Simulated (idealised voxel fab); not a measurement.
Proc. module: voxel lift off
The width of the displayed cross-section, cut, is 140 nm; its cells are square, with a size of 5 nm.
Cross-section spec: square-cell grid; bands listed top down; each band is one or more rows.
Band: top height; bottom height; in nm. Then, left to right: material with width in nm, for each material. "all across": a single material spanning edge to edge. "empty": empty space.
Beneath 0, the wafer as received is one material, and that level is where height counting begins. The lowest band goes on downward without a bottom; it is written like "0..down".
A width such as "30..40" changes by the same amount from each row of cells to the next, from the band's top row to its bottom row.
"nothing altered" (step): cross-section cells unchanged, all of them.
"Completely enclosed voids" specifies each empty space that is not open to the top and that occupies no fewer than 8 cells, using the form width x height at distance, the distance measured from the left edge and all three quantities in nm.
Anything after a step's settings on that line? It's the simulator's own note about the step.
The line of a step may include "overlay nm". On a step with a mask, this value is how far to the right of its planned place the mask lay. A negative value means the mask lay to the left.

THE PLANNED PROCESS STEPS ARE ENUMERATED HEREUNDER
1: RECEIVE [material Si]
2: CONFORMAL_DEP [material Al2O3] [thk nm 15]
3: PATTERN [tone open] [mask id LINES] [material resist] [width nm 15] [pitch nm 40] [thk nm 20] [overlay nm 0]
4: DIRECTIONAL_DEP [material Ru] [thk nm 10]
5: STRIP [etch materials resist]
6: CONFORMAL_DEP [material SiO2] [thk nm 10]
The plan's step 3 width nm is the first wafer's value; the wafers differ in this setting and start identical.

THIS IS HOW THE FIRST OF SEVERAL WAFERS LOOKED IN CROSS-SECTION WHEN IT ARRIVED, WHICH IS AFTER STEP 1
0..down = Si all across
Completely enclosed voids: none

EVERY ROW IN THIS TABLE IS A WAFER AT THE END OF THE MODULE, AND IT GIVES, FOR EACH OF THE MATERIALS, THE CELLS THAT WAFER HAS GAINED (+) OR LOST (-) SINCE IT WAS RECEIVED, THEN ITS CLOSED VOIDS
width nm 15; +84 Al2O3; +12 Ru; +72 SiO2; Completely enclosed voids: none
width nm 20; +84 Al2O3; +16 Ru; +72 SiO2; Completely enclosed voids: none
width nm 25; +84 Al2O3; +20 Ru; +70 SiO2; Completely enclosed voids: none
